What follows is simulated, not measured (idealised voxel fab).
Name of the process module below: voxel fin reveal
The width of the displayed cross-section, cut, is 270 nm; its cells are square, with a size of 5 nm.
A cross-section is written here as square cells arranged in a grid, and it is given in bands from the top down, each band taking up one or more rows of cells. Within each band entry, the heights of the top and of the bottom of the band appear first, in that order and in nm; the materials of the band then follow from left to right, each with its corresponding width in nm. The designation "full width" on a single material indicates that it fills the band from edge to edge; the designation "air" indicates empty space. Ref level 0: as-received wafer is one material below here. Bottom band extends down with no lower bound ("0..down"). It should be noted that a width expressed as "30..40" varies in equal increments from row to row of cells within the band, taking the value of the first number at the top row and that of the second number at the bottom row. Step marked "everything unchanged"? Then no cell in the cross-section changed in it. Look at "Sealed internal cavities" for the closed voids: empty spaces with no open path to the top, sized 8 cells or up. Each is width x height at distance, distance from the left edge, all nm. Anything after a step's settings on that line? It's the simulator's own note about the step. overlay nm: how far to the right of its planned place the mask lay on this masked step (negative: to the left).
Planned step list for the process
1,RECEIVE, material Si
2,CONFORMAL_DEP, material SiN, thk nm 5
3,MASKED_ETCH, tone cover, mask id FINS, width nm 15, pitch nm 40, etch materials SiN, depth nm 5, overlay nm 0
4,MASKED_ETCH, tone cover, mask id FINS, width nm 15, pitch nm 40, etch materials Si, depth nm 40, overlay nm 0
5,OXIDIZE, depth nm 5
6,FILL_DEP, material SiO2, thk nm 10
7,CMP, height nm 5
8,SELECTIVE_ETCH, etch materials SiO2, depth nm 20
9,STRIP, etch materials SiN
10,CONFORMAL_DEP, material HfO2, thk nm 5
Shown in cross-section is the wafer as received, that is, as it stands after step 1
  0..down: Si full width
  Sealed internal cavities: none
Below is the wafer in cross-section after the module was completed. It began from the starting point shown above and followed the plan shown above, except that one mistake was made while running it
  5..0: 85 nm HfO2 / 15 nm air / 25 nm HfO2 / 15 nm air / 25 nm HfO2 / 15 nm air / 90 nm HfO2
  0..-5: 80 nm Si / 25 nm HfO2 / 15 nm Si / 25 nm HfO2 / 15 nm Si / 25 nm HfO2 / 85 nm Si
  -5..down: Si full width
  Sealed internal cavities: none
Heads up, the wafer didn't run the way we planned it: step 3 changed vs plan, executed as MASKED_ETCH, tone open, mask id FINS, width nm 15, pitch nm 40, etch materials SiN, depth nm 5, overlay nm 0
